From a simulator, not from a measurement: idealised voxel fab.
This is a process module. Its name is voxel wiring stack.
cross-section cut | 270 nm wide | cells 5 nm
Cross-section = grid of square cells, listed top down in bands; band = one or more rows.
This entry defines a band. It first specifies the height of the band's top and the height of its bottom in nm, and then specifies the band's materials from left to right, stating each material with its width in nm. The word "all across" identifies a single material that fills the band from edge to edge, while the word "blank" identifies empty space.
Where do heights start? At 0: under that level the wafer as delivered is made of one material only. And the lowest band has no floor; it just carries on downward, as in "0 and below".
Read "30->40" as a graded width: first number on top, second number at the bottom, same change between each pair of neighbouring rows.
What does "remained unchanged" mean for a step? It means no cell of the cross-section changed in that step.
In "Unvented voids" the enclosed voids are listed, meaning empty spaces of 8 cells or larger without any opening to the top. The form is width x height at distance, distance from the left edge, units nm.
If you see something after the settings on a step's line, that's the simulator's own remark about that step.
The setting "overlay nm" may be written on the line of a step. When the step uses a mask, the value reports how far to the right of the planned place the mask lay, and a negative value reports that it lay to the left.
So here's the lineup of process steps we planned
1) RECEIVE: material Si
2) CONFORMAL_DEP: material SiO2, thk nm 15
3) CONFORMAL_DEP: material SiCN, thk nm 5
4) DIRECTIONAL_DEP: material SiO2, thk nm 25
5) MASKED_ETCH: tone open, mask id METAL_1, width nm 20, pitch nm 40, etch materials SiO2, depth nm 25, overlay nm 0
6) MASKED_ETCH: tone open, mask id METAL_1, width nm 20, pitch nm 40, etch materials SiCN, depth nm 5, overlay nm 0
7) CONFORMAL_DEP: material TiN, thk nm 5
8) FILL_DEP: material Cu, thk nm 5
9) CMP: height nm 45
10) EPI: material Ru, thk nm 5
11) FILL_DEP: material SiCN, thk nm 5
12) DIRECTIONAL_DEP: material lowk, thk nm 10
13) MASKED_ETCH: tone open, mask id PLUG_1, width nm 15, pitch nm 40, etch materials lowk, depth nm 10, overlay nm 0
14) MASKED_ETCH: tone open, mask id PLUG_1, width nm 15, pitch nm 40, etch materials SiCN, depth nm 5, overlay nm 0
15) CONFORMAL_DEP: material TiN, thk nm 5
16) FILL_DEP: material W, thk nm 10
17) CMP: height nm 65
18) DIRECTIONAL_DEP: material TiN, thk nm 5
19) DIRECTIONAL_DEP: material W, thk nm 25
20) MASKED_ETCH: tone cover, mask id METAL_2, width nm 20, pitch nm 40, etch materials W, depth nm 25, overlay nm 0
21) MASKED_ETCH: tone cover, mask id METAL_2, width nm 20, pitch nm 40, etch materials TiN, depth nm 5, overlay nm 0
22) CONFORMAL_DEP: material SiCN, thk nm 5
23) FILL_DEP: material lowk, thk nm 10
24) CMP: height nm 95
25) CONFORMAL_DEP: material SiCN, thk nm 5
As-received wafer cross-section (after step 1)
  0 and below | Si all across
  Unvented voids: none
Post-module cross-section: identical start and plan to those above, one misstep in execution
  100 down to 95 | SiCN all across
  95 down to 70 | 100 lowk, 5 SiCN, 20 W, 5 SiCN, 10 lowk, 5 SiCN, 20 W, 5 SiCN, 100 lowk
  70 down to 65 | 105 SiCN, 20 TiN, 20 SiCN, 20 TiN, 105 SiCN
  65 down to 55 | 105 lowk, 5 TiN, 5 W, 5 TiN, 25 lowk, 5 TiN, 5 W, 5 TiN, 110 lowk
  55 down to 50 | 105 SiCN, 15 TiN, 25 SiCN, 15 TiN, 110 SiCN
  50 down to 45 | 100 SiCN, 30 Ru, 10 SiCN, 30 Ru, 100 SiCN
  45 down to 35 | 105 SiO2, 5 TiN, 10 Cu, 5 TiN, 20 SiO2, 5 TiN, 10 Cu, 5 TiN, 105 SiO2
  35 down to 30 | 105 SiCN, 20 TiN, 20 SiCN, 20 TiN, 105 SiCN
  30 down to 0 | SiO2 all across
  0 and below | Si all across
  Unvented voids: none
What was done differently from what was planned? plan step 2 ran twice
